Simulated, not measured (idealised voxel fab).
process module | voxel self aligned vias
cross-section cut | 285 nm wide | cells 5 nm
A cross-section is a grid of square cells, given in bands from the top down. A band is one or more rows of cells.
Each band's line starts with the height of the band's top and of its bottom, in nm. Then come its materials from left to right, each with its width in nm. One material with "throughout" fills the band from edge to edge. "air" is empty space.
Height 0 is the level under which the wafer as received is all one material. The lowest band goes on downwards, as in "0 down".
A width such as "30 to 40" changes by the same amount from each row of cells to the next, from the band's top row to its bottom row.
"no change" after a step means that no cell of the cross-section changed.
closed voids: empty space of 8 cells or more with no open way to the top, each as width x height at its distance from the left edge, in nm
after a step's settings: what the simulator itself notes on the step
overlay nm, on a step with a mask: how far to the right of its planned place the mask lay; to the left if negative
plan
1 op RECEIVE | material Si
2 op CONFORMAL_DEP | material SiO2 | thk nm 10
3 op CONFORMAL_DEP | material SiCN | thk nm 5
4 op DIRECTIONAL_DEP | material SiO2 | thk nm 25
5 op PATTERN | tone open | mask id LINES | material resist | width nm 20 | pitch nm 55 | thk nm 15 | overlay nm 0
6 op DIRECTIONAL_ETCH | etch materials SiO2 | depth nm 25
7 op STRIP | etch materials resist
8 op CONFORMAL_DEP | material TiN | thk nm 5
9 op FILL_DEP | material Ru | thk nm 5
10 op CMP | height nm 40
11 op SELECTIVE_ETCH | etch materials W Ru TiN | depth nm 10
12 op FILL_DEP | material SiN | thk nm 5
13 op CMP | height nm 40
14 op DIRECTIONAL_DEP | material SiO2 | thk nm 20
15 op PATTERN | tone open | mask id VIAS | material resist | width nm 40 | pitch nm 110 | thk nm 20 | overlay nm 0
16 op DIRECTIONAL_ETCH | etch materials SiO2 | depth nm 20
17 op DIRECTIONAL_ETCH | etch materials SiN | depth nm 10
18 op STRIP | etch materials resist
19 op CONFORMAL_DEP | material TiN | thk nm 5
20 op FILL_DEP | material Ru | thk nm 5
21 op CMP | height nm 60
22 op CONFORMAL_DEP | material SiCN | thk nm 5
first wafer, as planned
as received, after step 1
  0 down: Si throughout
  closed voids: none
after step 2
  10 to 0: SiO2 throughout
  below 0: unchanged
after step 3
  15 to 10: SiCN throughout
  below 10: unchanged
after step 4
  40 to 15: SiO2 throughout
  below 15: unchanged
after step 5
  55 to 40: resist 75 | air 20 | resist 35 | air 20 | resist 35 | air 20 | resist 80
  below 40: unchanged
after step 6
  55 to 40: resist 75 | air 20 | resist 35 | air 20 | resist 35 | air 20 | resist 80
  40 to 15: SiO2 75 | air 20 | SiO2 35 | air 20 | SiO2 35 | air 20 | SiO2 80
  below 15: unchanged
after step 7
  40 to 15: SiO2 75 | air 20 | SiO2 35 | air 20 | SiO2 35 | air 20 | SiO2 80
  below 15: unchanged
after step 8
  45 to 40: TiN 80 | air 10 | TiN 45 | air 10 | TiN 45 | air 10 | TiN 85
  40 to 20: SiO2 75 | TiN 5 | air 10 | TiN 5 | SiO2 35 | TiN 5 | air 10 | TiN 5 | SiO2 35 | TiN 5 | air 10 | TiN 5 | SiO2 80
  20 to 15: SiO2 75 | TiN 20 | SiO2 35 | TiN 20 | SiO2 35 | TiN 20 | SiO2 80
  below 15: unchanged
after step 9
  50 to 45: Ru throughout
  45 to 40: TiN 80 | Ru 10 | TiN 45 | Ru 10 | TiN 45 | Ru 10 | TiN 85
  40 to 20: SiO2 75 | TiN 5 | Ru 10 | TiN 5 | SiO2 35 | TiN 5 | Ru 10 | TiN 5 | SiO2 35 | TiN 5 | Ru 10 | TiN 5 | SiO2 80
  below 20: unchanged
after step 10
  40 to 20: SiO2 75 | TiN 5 | Ru 10 | TiN 5 | SiO2 35 | TiN 5 | Ru 10 | TiN 5 | SiO2 35 | TiN 5 | Ru 10 | TiN 5 | SiO2 80
  below 20: unchanged
after step 11
  40 to 30: SiO2 75 | air 20 | SiO2 35 | air 20 | SiO2 35 | air 20 | SiO2 80
  below 30: unchanged
after step 12
  45 to 40: SiN throughout
  40 to 30: SiO2 75 | SiN 20 | SiO2 35 | SiN 20 | SiO2 35 | SiN 20 | SiO2 80
  below 30: unchanged
after step 13
  40 to 30: SiO2 75 | SiN 20 | SiO2 35 | SiN 20 | SiO2 35 | SiN 20 | SiO2 80
  below 30: unchanged
after step 14
  60 to 40: SiO2 throughout
  below 40: unchanged
after step 15
  80 to 60: resist 65 | air 40 | resist 70 | air 40 | resist 70
  below 60: unchanged
after step 16
  80 to 60: resist 65 | air 40 | resist 70 | air 40 | resist 70
  60 to 40: SiO2 65 | air 40 | SiO2 70 | air 40 | SiO2 70
  below 40: unchanged
after step 17
  80 to 60: resist 65 | air 40 | resist 70 | air 40 | resist 70
  60 to 40: SiO2 65 | air 40 | SiO2 70 | air 40 | SiO2 70
  40 to 30: SiO2 75 | air 20 | SiO2 35 | SiN 20 | SiO2 35 | air 20 | SiO2 80
  below 30: unchanged
after step 18
  60 to 40: SiO2 65 | air 40 | SiO2 70 | air 40 | SiO2 70
  below 40: unchanged
after step 19
  65 to 60: TiN 70 | air 30 | TiN 80 | air 30 | TiN 75
  60 to 45: SiO2 65 | TiN 5 | air 30 | TiN 5 | SiO2 70 | TiN 5 | air 30 | TiN 5 | SiO2 70
  45 to 40: SiO2 65 | TiN 15 | air 10 | TiN 15 | SiO2 70 | TiN 15 | air 10 | TiN 15 | SiO2 70
  40 to 35: SiO2 75 | TiN 5 | air 10 | TiN 5 | SiO2 35 | SiN 20 | SiO2 35 | TiN 5 | air 10 | TiN 5 | SiO2 80
  35 to 30: SiO2 75 | TiN 20 | SiO2 35 | SiN 20 | SiO2 35 | TiN 20 | SiO2 80
  below 30: unchanged
after step 20
  70 to 65: Ru throughout
  65 to 60: TiN 70 | Ru 30 | TiN 80 | Ru 30 | TiN 75
  60 to 45: SiO2 65 | TiN 5 | Ru 30 | TiN 5 | SiO2 70 | TiN 5 | Ru 30 | TiN 5 | SiO2 70
  45 to 40: SiO2 65 | TiN 15 | Ru 10 | TiN 15 | SiO2 70 | TiN 15 | Ru 10 | TiN 15 | SiO2 70
  40 to 35: SiO2 75 | TiN 5 | Ru 10 | TiN 5 | SiO2 35 | SiN 20 | SiO2 35 | TiN 5 | Ru 10 | TiN 5 | SiO2 80
  below 35: unchanged
after step 21
  60 to 45: SiO2 65 | TiN 5 | Ru 30 | TiN 5 | SiO2 70 | TiN 5 | Ru 30 | TiN 5 | SiO2 70
  below 45: unchanged
after step 22
  65 to 60: SiCN throughout
  below 60: unchanged
second wafer: like start, like plan, one mistake. Through step 15 it matches the first wafer
when step 16 should have ended
  80 to 60: resist 65 | air 40 | resist 70 | air 40 | resist 70
  60 to 40: SiO2 65 | air 40 | SiO2 70 | air 40 | SiO2 70
  40 to 30: SiO2 65 | air 10 | SiN 20 | air 10 | SiO2 25 | SiN 20 | SiO2 25 | air 10 | SiN 20 | air 10 | SiO2 70
  30 to 20: SiO2 65 | air 10 | TiN 5 | Ru 10 | TiN 5 | air 10 | SiO2 25 | TiN 5 | Ru 10 | TiN 5 | SiO2 25 | air 10 | TiN 5 | Ru 10 | TiN 5 | air 10 | SiO2 70
  below 20: unchanged
when step 17 should have ended
  80 to 60: resist 65 | air 40 | resist 70 | air 40 | resist 70
  60 to 40: SiO2 65 | air 40 | SiO2 70 | air 40 | SiO2 70
  40 to 30: SiO2 65 | air 40 | SiO2 25 | SiN 20 | SiO2 25 | air 40 | SiO2 70
  below 30: unchanged
when step 18 should have ended
  60 to 40: SiO2 65 | air 40 | SiO2 70 | air 40 | SiO2 70
  below 40: unchanged
when step 19 should have ended
  65 to 60: TiN 70 | air 30 | TiN 80 | air 30 | TiN 75
  60 to 40: SiO2 65 | TiN 5 | air 30 | TiN 5 | SiO2 70 | TiN 5 | air 30 | TiN 5 | SiO2 70
  40 to 35: SiO2 65 | TiN 5 | air 30 | TiN 5 | SiO2 25 | SiN 20 | SiO2 25 | TiN 5 | air 30 | TiN 5 | SiO2 70
  35 to 30: SiO2 65 | TiN 40 | SiO2 25 | SiN 20 | SiO2 25 | TiN 40 | SiO2 70
  30 to 20: SiO2 65 | TiN 15 | Ru 10 | TiN 15 | SiO2 25 | TiN 5 | Ru 10 | TiN 5 | SiO2 25 | TiN 15 | Ru 10 | TiN 15 | SiO2 70
  below 20: unchanged
when step 20 should have ended
  70 to 65: Ru throughout
  65 to 60: TiN 70 | Ru 30 | TiN 80 | Ru 30 | TiN 75
  60 to 40: SiO2 65 | TiN 5 | Ru 30 | TiN 5 | SiO2 70 | TiN 5 | Ru 30 | TiN 5 | SiO2 70
  40 to 35: SiO2 65 | TiN 5 | Ru 30 | TiN 5 | SiO2 25 | SiN 20 | SiO2 25 | TiN 5 | Ru 30 | TiN 5 | SiO2 70
  below 35: unchanged
when step 21 should have ended
  60 to 40: SiO2 65 | TiN 5 | Ru 30 | TiN 5 | SiO2 70 | TiN 5 | Ru 30 | TiN 5 | SiO2 70
  below 40: unchanged
when step 22 should have ended
  65 to 60: SiCN throughout
  below 60: unchanged
what went wrong: step 16 was run twice
at the end the second wafer has, in cells: 16 more of Ru | 32 fewer of SiO2 | 16 more of TiN
